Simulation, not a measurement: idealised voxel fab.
Process module under the name voxel released beams
Section cut is 270 nm wide and gridded with 5 nm square cells.
A cross-section is written here as square cells arranged in a grid, and it is given in bands from the top down, each band taking up one or more rows of cells. The entry gives the band's vertical extent as a top height and a bottom height in nm, then its horizontal make-up as materials from left to right, each with a width in nm. "empty" stands for empty space; a single material marked "throughout" fills the band edge to edge. Height reference: 0 = level under which incoming wafer is all one material. Lowest band: no bottom, runs on downward, e.g. "0 nm and below". It should be noted that a width expressed as "30->40" varies in equal increments from row to row of cells within the band, taking the value of the first number at the top row and that of the second number at the bottom row. Basically "no change" means that step didn't change any cell in the cross-section. Enclosed voids (no open way to top), threshold 8 cells or more, entry "Catalogued sealed voids", notation width x height at distance, distance from left edge, nm. It should be noted that, on the line of a given step, the content following the step's settings is a remark produced by the simulator itself with respect to that step. overlay nm: mask offset rightward from planned place, masked step; negative means leftward offset. Guide to the pairs. Each holds a before and an after cross-section around one process step; the after cross-section is cut off at the lowest band that changed. Look under the pair for the step between them and its settings. Pairs can come from different runs of this module on the same starting wafer, so a pair follows on from the one above it only where its entry headed "Pre-process" says it does.
Pre-process
    0 nm and below | Si throughout
    Catalogued sealed voids: none
Resultant Cross-Section
    10 nm to 0 nm | SiN throughout
    Under 0: no change, same as before.
    Catalogued sealed voids: none
Process step separating the two views above: op CONFORMAL_DEP | material SiN | thk nm 10
Pre-process: the state before this step is the cross-section shown after the step in the pair just above.
Resultant Cross-Section
    30 nm to 10 nm | SiO2 throughout
    Under 10: no change, same as before.
    Catalogued sealed voids: none
Process step separating the two views above: op DIRECTIONAL_DEP | material SiO2 | thk nm 20
Pre-process: the state before this step is the cross-section shown after the step in the pair just above.
Resultant Cross-Section
    30 nm to 10 nm | SiO2: 90  empty: 30  SiO2: 150
    Under 10: no change, same as before.
    Catalogued sealed voids: none
Process step separating the two views above: op MASKED_ETCH | tone open | mask id ANCHOR | width nm 30 | etch materials SiO2 | depth nm 20 | overlay nm 0
Pre-process: the state before this step is the cross-section shown after the step in the pair just above.
Resultant Cross-Section
    40 nm to 30 nm | polySi: 100  empty: 10  polySi: 160
    30 nm to 20 nm | SiO2: 90  polySi: 10  empty: 10  polySi: 10  SiO2: 150
    20 nm to 10 nm | SiO2: 90  polySi: 30  SiO2: 150
    Under 10: no change, same as before.
    Catalogued sealed voids: none
Process step separating the two views above: op CONFORMAL_DEP | material polySi | thk nm 10
Pre-process: the state before this step is the cross-section shown after the step in the pair just above.
Resultant Cross-Section
    50 nm to 40 nm | aC: 100  empty: 10  aC: 160
    40 nm to 30 nm | polySi: 100  empty: 10  polySi: 160
    30 nm to 20 nm | SiO2: 90  polySi: 10  aC: 10  polySi: 10  SiO2: 150
    Under 20: no change, same as before.
    Catalogued sealed voids: none
Process step separating the two views above: op DIRECTIONAL_DEP | material aC | thk nm 10
Pre-process: the state before this step is the cross-section shown after the step in the pair just above.
Resultant Cross-Section
    75 nm to 50 nm | empty: 85  resist: 90  empty: 95
    50 nm to 40 nm | aC: 100  resist: 10  aC: 160
    40 nm to 30 nm | polySi: 100  resist: 10  polySi: 160
    Under 30: no change, same as before.
    Catalogued sealed voids: none
Process step separating the two views above: op PATTERN | tone cover | mask id BEAM | material resist | width nm 90 | thk nm 25 | overlay nm 0
Pre-process: the state before this step is the cross-section shown after the step in the pair just above.
Resultant Cross-Section
    65 nm to 50 nm | empty: 85  resist: 90  empty: 95
    50 nm to 40 nm | empty: 85  aC: 15  resist: 10  aC: 65  empty: 95
    Under 40: no change, same as before.
    Catalogued sealed voids: none
Process step separating the two views above: op DIRECTIONAL_ETCH | etch materials aC | depth nm 10
Pre-process: the state before this step is the cross-section shown after the step in the pair just above.
Resultant Cross-Section
    50 nm to 40 nm | empty: 85  aC: 15  empty: 10  aC: 65  empty: 95
    40 nm to 30 nm | polySi: 100  empty: 10  polySi: 160
    Under 30: no change, same as before.
    Catalogued sealed voids: none
Process step separating the two views above: op STRIP | etch materials resist
Pre-process: the state before this step is the cross-section shown after the step in the pair just above.
Resultant Cross-Section
    50 nm to 40 nm | empty: 85  aC: 15  empty: 10  aC: 65  empty: 95
    40 nm to 30 nm | empty: 85  polySi: 15  empty: 10  polySi: 65  empty: 95
    Under 30: no change, same as before.
    Catalogued sealed voids: none
Process step separating the two views above: op DIRECTIONAL_ETCH | etch materials polySi | depth nm 10
Pre-process: the state before this step is the cross-section shown after the step in the pair just above.
Resultant Cross-Section
    40 nm to 30 nm | empty: 85  polySi: 15  empty: 10  polySi: 65  empty: 95
    30 nm to 20 nm | SiO2: 90  polySi: 10  empty: 10  polySi: 10  SiO2: 150
    Under 20: no change, same as before.
    Catalogued sealed voids: none
Process step separating the two views above: op STRIP | etch materials aC
Pre-process: the state before this step is the cross-section shown after the step in the pair just above.
Resultant Cross-Section
    40 nm to 30 nm | empty: 85  polySi: 15  empty: 10  polySi: 65  empty: 95
    30 nm to 20 nm | empty: 90  polySi: 10  empty: 10  polySi: 10  empty: 150
    20 nm to 10 nm | empty: 90  polySi: 30  empty: 150
    Under 10: no change, same as before.
    Catalogued sealed voids: none
Process step separating the two views above: op STRIP | etch materials SiO2
Pre-process
    10 nm to 0 nm | SiN throughout
    0 nm and below | Si throughout
    Catalogued sealed voids: none
Resultant Cross-Section
    20 nm to 10 nm | polySi throughout
    Under 10: no change, same as before.
    Catalogued sealed voids: none
Process step separating the two views above: op CONFORMAL_DEP | material polySi | thk nm 10
Pre-process: the state before this step is the cross-section shown after the step in the pair just above.
Resultant Cross-Section
    30 nm to 20 nm | aC throughout
    Under 20: no change, same as before.
    Catalogued sealed voids: none
Process step separating the two views above: op DIRECTIONAL_DEP | material aC | thk nm 10
Pre-process: the state before this step is the cross-section shown after the step in the pair just above.
Resultant Cross-Section
    55 nm to 30 nm | empty: 85  resist: 90  empty: 95
    Under 30: no change, same as before.
    Catalogued sealed voids: none
Process step separating the two views above: op PATTERN | tone cover | mask id BEAM | material resist | width nm 90 | thk nm 25 | overlay nm 0
Pre-process: the state before this step is the cross-section shown after the step in the pair just above.
Resultant Cross-Section
    45 nm to 30 nm | empty: 85  resist: 90  empty: 95
    30 nm to 20 nm | empty: 85  aC: 90  empty: 95
    Under 20: no change, same as before.
    Catalogued sealed voids: none
Process step separating the two views above: op DIRECTIONAL_ETCH | etch materials aC | depth nm 10
Pre-process: the state before this step is the cross-section shown after the step in the pair just above.
Resultant Cross-Section
    30 nm to 20 nm | empty: 85  aC: 90  empty: 95
    Under 20: no change, same as before.
    Catalogued sealed voids: none
Process step separating the two views above: op STRIP | etch materials resist
Pre-process: the state before this step is the cross-section shown after the step in the pair just above.
Resultant Cross-Section
    30 nm to 20 nm | empty: 85  aC: 90  empty: 95
    20 nm to 10 nm | empty: 85  polySi: 90  empty: 95
    Under 10: no change, same as before.
    Catalogued sealed voids: none
Process step separating the two views above: op DIRECTIONAL_ETCH | etch materials polySi | depth nm 10
Pre-process: the state before this step is the cross-section shown after the step in the pair just above.
Resultant Cross-Section
    20 nm to 10 nm | empty: 85  polySi: 90  empty: 95
    Under 10: no change, same as before.
    Catalogued sealed voids: none
Process step separating the two views above: op STRIP | etch materials aC
Pre-process
    0 nm and below | Si throughout
    Catalogued sealed voids: none
Resultant Cross-Section
    20 nm to 0 nm | SiO2 throughout
    Under 0: no change, same as before.
    Catalogued sealed voids: none
Process step separating the two views above: op DIRECTIONAL_DEP | material SiO2 | thk nm 20
Pre-process: the state before this step is the cross-section shown after the step in the pair just above.
Resultant Cross-Section
    30 nm to 20 nm | SiN throughout
    Under 20: no change, same as before.
    Catalogued sealed voids: none
Process step separating the two views above: op CONFORMAL_DEP | material SiN | thk nm 10
Pre-process: the state before this step is the cross-section shown after the step in the pair just above.
Resultant Cross-Section
    40 nm to 30 nm | polySi throughout
    Under 30: no change, same as before.
    Catalogued sealed voids: none
Process step separating the two views above: op CONFORMAL_DEP | material polySi | thk nm 10
Pre-process: the state before this step is the cross-section shown after the step in the pair just above.
Resultant Cross-Section
    50 nm to 40 nm | aC throughout
    Under 40: no change, same as before.
    Catalogued sealed voids: none
Process step separating the two views above: op DIRECTIONAL_DEP | material aC | thk nm 10
Pre-process: the state before this step is the cross-section shown after the step in the pair just above.
Resultant Cross-Section
    75 nm to 50 nm | empty: 85  resist: 90  empty: 95
    Under 50: no change, same as before.
    Catalogued sealed voids: none
Process step separating the two views above: op PATTERN | tone cover | mask id BEAM | material resist | width nm 90 | thk nm 25 | overlay nm 0
Pre-process: the state before this step is the cross-section shown after the step in the pair just above.
Resultant Cross-Section
    65 nm to 50 nm | empty: 85  resist: 90  empty: 95
    50 nm to 40 nm | empty: 85  aC: 90  empty: 95
    Under 40: no change, same as before.
    Catalogued sealed voids: none
Process step separating the two views above: op DIRECTIONAL_ETCH | etch materials aC | depth nm 10
Pre-process: the state before this step is the cross-section shown after the step in the pair just above.
Resultant Cross-Section
    50 nm to 40 nm | empty: 85  aC: 90  empty: 95
    Under 40: no change, same as before.
    Catalogued sealed voids: none
Process step separating the two views above: op STRIP | etch materials resist
Pre-process: the state before this step is the cross-section shown after the step in the pair just above.
Resultant Cross-Section
    50 nm to 40 nm | empty: 85  aC: 90  empty: 95
    40 nm to 30 nm | empty: 85  polySi: 90  empty: 95
    Under 30: no change, same as before.
    Catalogued sealed voids: none
Process step separating the two views above: op DIRECTIONAL_ETCH | etch materials polySi | depth nm 10
Pre-process: the state before this step is the cross-section shown after the step in the pair just above.
Resultant Cross-Section
    40 nm to 30 nm | empty: 85  polySi: 90  empty: 95
    Under 30: no change, same as before.
    Catalogued sealed voids: none
Process step separating the two views above: op STRIP | etch materials aC
Pre-process
    30 nm to 10 nm | SiO2: 90  empty: 30  SiO2: 150
    10 nm to 0 nm | SiN throughout
    0 nm and below | Si throughout
    Catalogued sealed voids: none
Resultant Cross-Section
    45 nm to 30 nm | polySi throughout
    30 nm to 10 nm | SiO2: 90  polySi: 30  SiO2: 150
    Under 10: no change, same as before.
    Catalogued sealed voids: none
Process step separating the two views above: op CONFORMAL_DEP | material polySi | thk nm 15
Pre-process: the state before this step is the cross-section shown after the step in the pair just above.
Resultant Cross-Section
    55 nm to 45 nm | aC throughout
    Under 45: no change, same as before.
    Catalogued sealed voids: none
Process step separating the two views above: op DIRECTIONAL_DEP | material aC | thk nm 10
Pre-process: the state before this step is the cross-section shown after the step in the pair just above.
Resultant Cross-Section
    80 nm to 55 nm | empty: 85  resist: 90  empty: 95
    Under 55: no change, same as before.
    Catalogued sealed voids: none
Process step separating the two views above: op PATTERN | tone cover | mask id BEAM | material resist | width nm 90 | thk nm 25 | overlay nm 0
Pre-process: the state before this step is the cross-section shown after the step in the pair just above.
Resultant Cross-Section
    70 nm to 55 nm | empty: 85  resist: 90  empty: 95
    55 nm to 45 nm | empty: 85  aC: 90  empty: 95
    Under 45: no change, same as before.
    Catalogued sealed voids: none
Process step separating the two views above: op DIRECTIONAL_ETCH | etch materials aC | depth nm 10
Pre-process: the state before this step is the cross-section shown after the step in the pair just above.
Resultant Cross-Section
    55 nm to 45 nm | empty: 85  aC: 90  empty: 95
    Under 45: no change, same as before.
    Catalogued sealed voids: none
Process step separating the two views above: op STRIP | etch materials resist
Pre-process: the state before this step is the cross-section shown after the step in the pair just above.
Resultant Cross-Section
    55 nm to 45 nm | empty: 85  aC: 90  empty: 95
    45 nm to 35 nm | empty: 85  polySi: 90  empty: 95
    Under 35: no change, same as before.
    Catalogued sealed voids: none
Process step separating the two views above: op DIRECTIONAL_ETCH | etch materials polySi | depth nm 10
Pre-process: the state before this step is the cross-section shown after the step in the pair just above.
Resultant Cross-Section
    45 nm to 35 nm | empty: 85  polySi: 90  empty: 95
    Under 35: no change, same as before.
    Catalogued sealed voids: none
Process step separating the two views above: op STRIP | etch materials aC
Pre-process
    50 nm to 40 nm | aC: 100  empty: 10  aC: 160
    40 nm to 30 nm | polySi: 100  empty: 10  polySi: 160
    30 nm to 20 nm | SiO2: 90  polySi: 10  aC: 10  polySi: 10  SiO2: 150
    20 nm to 10 nm | SiO2: 90  polySi: 30  SiO2: 150
    10 nm to 0 nm | SiN throughout
    0 nm and below | Si throughout
    Catalogued sealed voids: none
Resultant Cross-Section
    75 nm to 50 nm | empty: 85  resist: 95  empty: 90
    50 nm to 40 nm | aC: 100  resist: 10  aC: 160
    40 nm to 30 nm | polySi: 100  resist: 10  polySi: 160
    Under 30: no change, same as before.
    Catalogued sealed voids: none
Process step separating the two views above: op PATTERN | tone cover | mask id BEAM | material resist | width nm 95 | thk nm 25 | overlay nm 0
Pre-process: the state before this step is the cross-section shown after the step in the pair just above.
Resultant Cross-Section
    65 nm to 50 nm | empty: 85  resist: 95  empty: 90
    50 nm to 40 nm | empty: 85  aC: 15  resist: 10  aC: 70  empty: 90
    Under 40: no change, same as before.
    Catalogued sealed voids: none
Process step separating the two views above: op DIRECTIONAL_ETCH | etch materials aC | depth nm 10
Pre-process: the state before this step is the cross-section shown after the step in the pair just above.
Resultant Cross-Section
    50 nm to 40 nm | empty: 85  aC: 15  empty: 10  aC: 70  empty: 90
    40 nm to 30 nm | polySi: 100  empty: 10  polySi: 160
    Under 30: no change, same as before.
    Catalogued sealed voids: none
Process step separating the two views above: op STRIP | etch materials resist
Pre-process: the state before this step is the cross-section shown after the step in the pair just above.
Resultant Cross-Section
    50 nm to 40 nm | empty: 85  aC: 15  empty: 10  aC: 70  empty: 90
    40 nm to 30 nm | empty: 85  polySi: 15  empty: 10  polySi: 70  empty: 90
    Under 30: no change, same as before.
    Catalogued sealed voids: none
Process step separating the two views above: op DIRECTIONAL_ETCH | etch materials polySi | depth nm 10
Pre-process: the state before this step is the cross-section shown after the step in the pair just above.
Resultant Cross-Section
    40 nm to 30 nm | empty: 85  polySi: 15  empty: 10  polySi: 70  empty: 90
    30 nm to 20 nm | SiO2: 90  polySi: 10  empty: 10  polySi: 10  SiO2: 150
    Under 20: no change, same as before.
    Catalogued sealed voids: none
Process step separating the two views above: op STRIP | etch materials aC
Pre-process: the state before this step is the cross-section shown after the step in the pair just above.
Resultant Cross-Section
    40 nm to 30 nm | empty: 85  polySi: 15  empty: 10  polySi: 70  empty: 90
    30 nm to 20 nm | empty: 90  polySi: 10  empty: 10  polySi: 10  empty: 150
    20 nm to 10 nm | empty: 90  polySi: 30  empty: 150
    Under 10: no change, same as before.
    Catalogued sealed voids: none
Process step separating the two views above: op STRIP | etch materials SiO2
Pre-process
    30 nm to 10 nm | SiO2 throughout
    10 nm to 0 nm | SiN throughout
    0 nm and below | Si throughout
    Catalogued sealed voids: none
Resultant Cross-Section
    30 nm to 10 nm | SiO2: 95  empty: 30  SiO2: 145
    Under 10: no change, same as before.
    Catalogued sealed voids: none
Process step separating the two views above: op MASKED_ETCH | tone open | mask id ANCHOR | width nm 30 | etch materials SiO2 | depth nm 20 | overlay nm 5
Pre-process: the state before this step is the cross-section shown after the step in the pair just above.
Resultant Cross-Section
    40 nm to 30 nm | polySi: 105  empty: 10  polySi: 155
    30 nm to 20 nm | SiO2: 95  polySi: 10  empty: 10  polySi: 10  SiO2: 145
    20 nm to 10 nm | SiO2: 95  polySi: 30  SiO2: 145
    Under 10: no change, same as before.
    Catalogued sealed voids: none
Process step separating the two views above: op CONFORMAL_DEP | material polySi | thk nm 10
Pre-process: the state before this step is the cross-section shown after the step in the pair just above.
Resultant Cross-Section
    50 nm to 40 nm | aC: 105  empty: 10  aC: 155
    40 nm to 30 nm | polySi: 105  empty: 10  polySi: 155
    30 nm to 20 nm | SiO2: 95  polySi: 10  aC: 10  polySi: 10  SiO2: 145
    Under 20: no change, same as before.
    Catalogued sealed voids: none
Process step separating the two views above: op DIRECTIONAL_DEP | material aC | thk nm 10
Pre-process: the state before this step is the cross-section shown after the step in the pair just above.
Resultant Cross-Section
    75 nm to 50 nm | empty: 85  resist: 90  empty: 95
    50 nm to 40 nm | aC: 105  resist: 10  aC: 155
    40 nm to 30 nm | polySi: 105  resist: 10  polySi: 155
    Under 30: no change, same as before.
    Catalogued sealed voids: none
Process step separating the two views above: op PATTERN | tone cover | mask id BEAM | material resist | width nm 90 | thk nm 25 | overlay nm 0
Pre-process: the state before this step is the cross-section shown after the step in the pair just above.
Resultant Cross-Section
    65 nm to 50 nm | empty: 85  resist: 90  empty: 95
    50 nm to 40 nm | empty: 85  aC: 20  resist: 10  aC: 60  empty: 95
    Under 40: no change, same as before.
    Catalogued sealed voids: none
Process step separating the two views above: op DIRECTIONAL_ETCH | etch materials aC | depth nm 10
Pre-process: the state before this step is the cross-section shown after the step in the pair just above.
Resultant Cross-Section
    50 nm to 40 nm | empty: 85  aC: 20  empty: 10  aC: 60  empty: 95
    40 nm to 30 nm | polySi: 105  empty: 10  polySi: 155
    Under 30: no change, same as before.
    Catalogued sealed voids: none
Process step separating the two views above: op STRIP | etch materials resist
Pre-process: the state before this step is the cross-section shown after the step in the pair just above.
Resultant Cross-Section
    50 nm to 40 nm | empty: 85  aC: 20  empty: 10  aC: 60  empty: 95
    40 nm to 30 nm | empty: 85  polySi: 20  empty: 10  polySi: 60  empty: 95
    Under 30: no change, same as before.
    Catalogued sealed voids: none
Process step separating the two views above: op DIRECTIONAL_ETCH | etch materials polySi | depth nm 10
Pre-process: the state before this step is the cross-section shown after the step in the pair just above.
Resultant Cross-Section
    40 nm to 30 nm | empty: 85  polySi: 20  empty: 10  polySi: 60  empty: 95
    30 nm to 20 nm | SiO2: 95  polySi: 10  empty: 10  polySi: 10  SiO2: 145
    Under 20: no change, same as before.
    Catalogued sealed voids: none
Process step separating the two views above: op STRIP | etch materials aC
Pre-process: the state before this step is the cross-section shown after the step in the pair just above.
Resultant Cross-Section
    40 nm to 30 nm | empty: 85  polySi: 20  empty: 10  polySi: 60  empty: 95
    30 nm to 20 nm | empty: 95  polySi: 10  empty: 10  polySi: 10  empty: 145
    20 nm to 10 nm | empty: 95  polySi: 30  empty: 145
    Under 10: no change, same as before.
    Catalogued sealed voids: none
Process step separating the two views above: op STRIP | etch materials SiO2
Pre-process
    10 nm to 0 nm | SiN throughout
    0 nm and below | Si throughout
    Catalogued sealed voids: none
Resultant Cross-Section
    30 nm to 10 nm | polySi throughout
    Under 10: no change, same as before.
    Catalogued sealed voids: none
Process step separating the two views above: op DIRECTIONAL_DEP | material polySi | thk nm 20
Pre-process: the state before this step is the cross-section shown after the step in the pair just above.
Resultant Cross-Section
    40 nm to 10 nm | polySi throughout
    Under 10: no change, same as before.
    Catalogued sealed voids: none
Process step separating the two views above: op CONFORMAL_DEP | material polySi | thk nm 10
Pre-process: the state before this step is the cross-section shown after the step in the pair just above.
Resultant Cross-Section
    50 nm to 40 nm | aC throughout
    Under 40: no change, same as before.
    Catalogued sealed voids: none
Process step separating the two views above: op DIRECTIONAL_DEP | material aC | thk nm 10
Pre-process: the state before this step is the cross-section shown after the step in the pair just above.
Resultant Cross-Section
    75 nm to 50 nm | empty: 85  resist: 90  empty: 95
    Under 50: no change, same as before.
    Catalogued sealed voids: none
Process step separating the two views above: op PATTERN | tone cover | mask id BEAM | material resist | width nm 90 | thk nm 25 | overlay nm 0
Pre-process: the state before this step is the cross-section shown after the step in the pair just above.
Resultant Cross-Section
    65 nm to 50 nm | empty: 85  resist: 90  empty: 95
    50 nm to 40 nm | empty: 85  aC: 90  empty: 95
    Under 40: no change, same as before.
    Catalogued sealed voids: none
Process step separating the two views above: op DIRECTIONAL_ETCH | etch materials aC | depth nm 10
Pre-process: the state before this step is the cross-section shown after the step in the pair just above.
Resultant Cross-Section
    50 nm to 40 nm | empty: 85  aC: 90  empty: 95
    Under 40: no change, same as before.
    Catalogued sealed voids: none
Process step separating the two views above: op STRIP | etch materials resist
Pre-process: the state before this step is the cross-section shown after the step in the pair just above.
Resultant Cross-Section
    50 nm to 40 nm | empty: 85  aC: 90  empty: 95
    40 nm to 30 nm | empty: 85  polySi: 90  empty: 95
    Under 30: no change, same as before.
    Catalogued sealed voids: none
Process step separating the two views above: op DIRECTIONAL_ETCH | etch materials polySi | depth nm 10
Pre-process: the state before this step is the cross-section shown after the step in the pair just above.
Resultant Cross-Section
    40 nm to 30 nm | empty: 85  polySi: 90  empty: 95
    Under 30: no change, same as before.
    Catalogued sealed voids: none
Process step separating the two views above: op STRIP | etch materials aC
Pre-process
    30 nm to 10 nm | SiO2 throughout
    10 nm to 0 nm | SiN throughout
    0 nm and below | Si throughout
    Catalogued sealed voids: none
Resultant Cross-Section
    30 nm to 10 nm | empty: 90  SiO2: 30  empty: 150
    Under 10: no change, same as before.
    Catalogued sealed voids: none
Process step separating the two views above: op MASKED_ETCH | tone cover | mask id ANCHOR | width nm 30 | etch materials SiO2 | depth nm 20 | overlay nm 0
Pre-process: the state before this step is the cross-section shown after the step in the pair just above.
Resultant Cross-Section
    40 nm to 30 nm | empty: 80  polySi: 50  empty: 140
    30 nm to 20 nm | empty: 80  polySi: 10  SiO2: 30  polySi: 10  empty: 140
    20 nm to 10 nm | polySi: 90  SiO2: 30  polySi: 150
    Under 10: no change, same as before.
    Catalogued sealed voids: none
Process step separating the two views above: op CONFORMAL_DEP | material polySi | thk nm 10
Pre-process: the state before this step is the cross-section shown after the step in the pair just above.
Resultant Cross-Section
    50 nm to 40 nm | empty: 80  aC: 50  empty: 140
    40 nm to 30 nm | empty: 80  polySi: 50  empty: 140
    30 nm to 20 nm | aC: 80  polySi: 10  SiO2: 30  polySi: 10  aC: 140
    Under 20: no change, same as before.
    Catalogued sealed voids: none
Process step separating the two views above: op DIRECTIONAL_DEP | material aC | thk nm 10
Pre-process: the state before this step is the cross-section shown after the step in the pair just above.
Resultant Cross-Section
    75 nm to 50 nm | empty: 85  resist: 90  empty: 95
    50 nm to 40 nm | empty: 80  aC: 50  resist: 45  empty: 95
    40 nm to 30 nm | empty: 80  polySi: 50  resist: 45  empty: 95
    Under 30: no change, same as before.
    Catalogued sealed voids: none
Process step separating the two views above: op PATTERN | tone cover | mask id BEAM | material resist | width nm 90 | thk nm 25 | overlay nm 0
Pre-process: the state before this step is the cross-section shown after the step in the pair just above.
Resultant Cross-Section
    65 nm to 50 nm | empty: 85  resist: 90  empty: 95
    50 nm to 40 nm | empty: 85  aC: 45  resist: 45  empty: 95
    40 nm to 30 nm | empty: 80  polySi: 50  resist: 45  empty: 95
    30 nm to 20 nm | empty: 80  polySi: 10  SiO2: 30  polySi: 10  aC: 45  empty: 95
    Under 20: no change, same as before.
    Catalogued sealed voids: none
Process step separating the two views above: op DIRECTIONAL_ETCH | etch materials aC | depth nm 10
Pre-process: the state before this step is the cross-section shown after the step in the pair just above.
Resultant Cross-Section
    50 nm to 40 nm | empty: 85  aC: 45  empty: 140
    40 nm to 30 nm | empty: 80  polySi: 50  empty: 140
    Under 30: no change, same as before.
    Catalogued sealed voids: none
Process step separating the two views above: op STRIP | etch materials resist
Pre-process: the state before this step is the cross-section shown after the step in the pair just above.
Resultant Cross-Section
    50 nm to 40 nm | empty: 85  aC: 45  empty: 140
    40 nm to 30 nm | empty: 85  polySi: 45  empty: 140
    30 nm to 20 nm | empty: 80  polySi: 10  SiO2: 30  polySi: 10  aC: 45  empty: 95
    20 nm to 10 nm | empty: 80  polySi: 10  SiO2: 30  polySi: 55  empty: 95
    Under 10: no change, same as before.
    Catalogued sealed voids: none
Process step separating the two views above: op DIRECTIONAL_ETCH | etch materials polySi | depth nm 10
Pre-process: the state before this step is the cross-section shown after the step in the pair just above.
Resultant Cross-Section
    40 nm to 30 nm | empty: 85  polySi: 45  empty: 140
    30 nm to 20 nm | empty: 80  polySi: 10  SiO2: 30  polySi: 10  empty: 140
    Under 20: no change, same as before.
    Catalogued sealed voids: none
Process step separating the two views above: op STRIP | etch materials aC
